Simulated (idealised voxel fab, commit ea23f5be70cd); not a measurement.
Documented hereafter: the process module known as voxel capacitor over wiring.
FYI the section here is cut, 195 nm wide, cells are 5 nm squares.
Bands, listed from the top down, are how a cross-section gets written in this document; the cross-section itself is a grid of square cells, and a band is one or more rows of them.
Top height, bottom height, nm. Materials left to right, width each, nm. Single material + "edge to edge" = fills band edge to edge. "air" = empty.
Zero point of the height axis is 0; under it, received wafer = one material. Lowest band: continues down indefinitely, "top 0, no bottom".
Width spec "30..40" -> top row of cells at first value, bottom row at second value, equal per-row change in between.
"no change occurred", as given for a step, is the statement that not any cell of the cross-section underwent a change during that step.
"Entrapped void list": sealed empty spaces, 8 cells or more, no open way to top, listed width x height at distance, with distance from the left edge and width, height and distance in nm.
Note: text after step settings on the step line = simulator remark on that step.
overlay nm: on a step with a mask, how far right of its planned place the mask lay; negative means left.

[List of planned process steps]
- 1: RECEIVE: material Si
- 2: CONFORMAL_DEP: material SiO2, thk nm 15
- 3: CONFORMAL_DEP: material SiCN, thk nm 5
- 4: DIRECTIONAL_DEP: material lowk, thk nm 20
- 5: MASKED_ETCH: tone open, mask id METAL_1, width nm 20, pitch nm 80, etch materials lowk, depth nm 20, overlay nm 0
- 6: MASKED_ETCH: tone open, mask id METAL_1, width nm 20, pitch nm 80, etch materials SiCN, depth nm 5, overlay nm 0
- 7: CONFORMAL_DEP: material TiN, thk nm 5
- 8: FILL_DEP: material Cu, thk nm 5
- 9: CMP: height nm 40
- 10: CONFORMAL_DEP: material SiCN, thk nm 5
- 11: DIRECTIONAL_DEP: material lowk, thk nm 20
- 12: DIRECTIONAL_DEP: material aC, thk nm 10
- 13: PATTERN: tone open, mask id PLUG_1, material resist, width nm 15, thk nm 25, overlay nm 0
- 14: DIRECTIONAL_ETCH: etch materials aC, depth nm 10
- 15: STRIP: etch materials resist
- 16: DIRECTIONAL_ETCH: etch materials lowk, depth nm 20
- 17: DIRECTIONAL_ETCH: etch materials SiCN, depth nm 5
- 18: STRIP: etch materials aC
- 19: CONFORMAL_DEP: material TiN, thk nm 5
- 20: FILL_DEP: material Ru, thk nm 10
- 21: CMP: height nm 65
- 22: DIRECTIONAL_DEP: material TiN, thk nm 5
- 23: DIRECTIONAL_DEP: material Al2O3, thk nm 5
- 24: DIRECTIONAL_DEP: material TiN, thk nm 10
- 25: MASKED_ETCH: tone cover, mask id UPPER_PLATE, width nm 65, etch materials TiN, depth nm 10, overlay nm 0
- 26: MASKED_ETCH: tone cover, mask id UPPER_PLATE, width nm 65, etch materials Al2O3, depth nm 5, overlay nm 0
- 27: MASKED_ETCH: tone cover, mask id LOWER_PLATE, width nm 75, etch materials TiN, depth nm 5, overlay nm -15
- 28: FILL_DEP: material SiO2, thk nm 15
- 29: CMP: height nm 95
- 30: PATTERN: tone open, mask id PLUG_2, material resist, width nm 15, thk nm 15, overlay nm 0
- 31: DIRECTIONAL_ETCH: etch materials SiO2, depth nm 10
- 32: STRIP: etch materials resist
- 33: CONFORMAL_DEP: material TiN, thk nm 5
- 34: FILL_DEP: material W, thk nm 5
- 35: CMP: height nm 95
- 36: CONFORMAL_DEP: material SiCN, thk nm 5
All wafers enter the flow in the same state. The overlay nm at step 27 differs from wafer to wafer, and the plan gives the value for the first wafer.

[Cross-section of the first of several wafers as received (after step 1)]
    top 0, no bottom: Si edge to edge
    Entrapped void list: none

[The cross-section of the first of several wafers is given below for the end of the module, after its final step, step 36]
    top 100, bottom 95: SiCN edge to edge
    top 95, bottom 90: 60 SiO2; 5 TiN; 5 W; 5 TiN; 120 SiO2
    top 90, bottom 80: 60..50 SiO2; 15..55 TiN; 120..90 SiO2
    top 80, bottom 75: 50 SiO2; 65 TiN; 80 SiO2
    top 75, bottom 70: 50 SiO2; 65 Al2O3; 80 SiO2
    top 70, bottom 65: 30 SiO2; 85 TiN; 80 SiO2
    top 65, bottom 45: 50 lowk; 5 TiN; 5 Ru; 5 TiN; 130 lowk
    top 45, bottom 40: 50 SiCN; 15 TiN; 130 SiCN
    top 40, bottom 20: 45 lowk; 5 TiN; 10 Cu; 5 TiN; 60 lowk; 5 TiN; 10 Cu; 5 TiN; 50 lowk
    top 20, bottom 15: 45 SiCN; 20 TiN; 60 SiCN; 20 TiN; 50 SiCN
    top 15, bottom 0: SiO2 edge to edge
    top 0, no bottom: Si edge to edge
    Entrapped void list: none

[End of module, last wafer sectioned]
    top 100, bottom 95: SiCN edge to edge
    top 95, bottom 90: 60 SiO2; 5 TiN; 5 W; 5 TiN; 120 SiO2
    top 90, bottom 80: 60 SiO2; 15..55 TiN; 120..80 SiO2
    top 80, bottom 75: 50 SiO2; 65 TiN; 80 SiO2
    top 75, bottom 70: 50 SiO2; 65 Al2O3; 80 SiO2
    top 70, bottom 65: 50 SiO2; 85 TiN; 60 SiO2
    top 65, bottom 45: 50 lowk; 5 TiN; 5 Ru; 5 TiN; 130 lowk
    top 45, bottom 40: 50 SiCN; 15 TiN; 130 SiCN
    top 40, bottom 20: 45 lowk; 5 TiN; 10 Cu; 5 TiN; 60 lowk; 5 TiN; 10 Cu; 5 TiN; 50 lowk
    top 20, bottom 15: 45 SiCN; 20 TiN; 60 SiCN; 20 TiN; 50 SiCN
    top 15, bottom 0: SiO2 edge to edge
    top 0, no bottom: Si edge to edge
    Entrapped void list: none

[Here is how to read the rows: every wafer has a row, and it shows the wafer at the end of the module, giving for each material how many cells were gained (+) or lost (-) since the wafer was received, then listing its closed voids]
overlay nm -15 | +13 Al2O3 | +16 Cu | +4 Ru | +106 SiCN | +291 SiO2 | +81 TiN | +1 W | +268 lowk | Entrapped void list: none
overlay nm -10 | +13 Al2O3 | +16 Cu | +4 Ru | +106 SiCN | +291 SiO2 | +81 TiN | +1 W | +268 lowk | Entrapped void list: none
overlay nm -5 | +13 Al2O3 | +16 Cu | +4 Ru | +106 SiCN | +291 SiO2 | +81 TiN | +1 W | +268 lowk | Entrapped void list: none
overlay nm 0 | +13 Al2O3 | +16 Cu | +4 Ru | +106 SiCN | +291 SiO2 | +81 TiN | +1 W | +268 lowk | Entrapped void list: none
overlay nm 5 | +13 Al2O3 | +16 Cu | +4 Ru | +106 SiCN | +291 SiO2 | +81 TiN | +1 W | +268 lowk | Entrapped void list: none
overlay nm 10 | +13 Al2O3 | +16 Cu | +4 Ru | +106 SiCN | +291 SiO2 | +81 TiN | +1 W | +268 lowk | Entrapped void list: none
overlay nm 15 | +13 Al2O3 | +16 Cu | +4 Ru | +106 SiCN | +291 SiO2 | +81 TiN | +1 W | +268 lowk | Entrapped void list: none
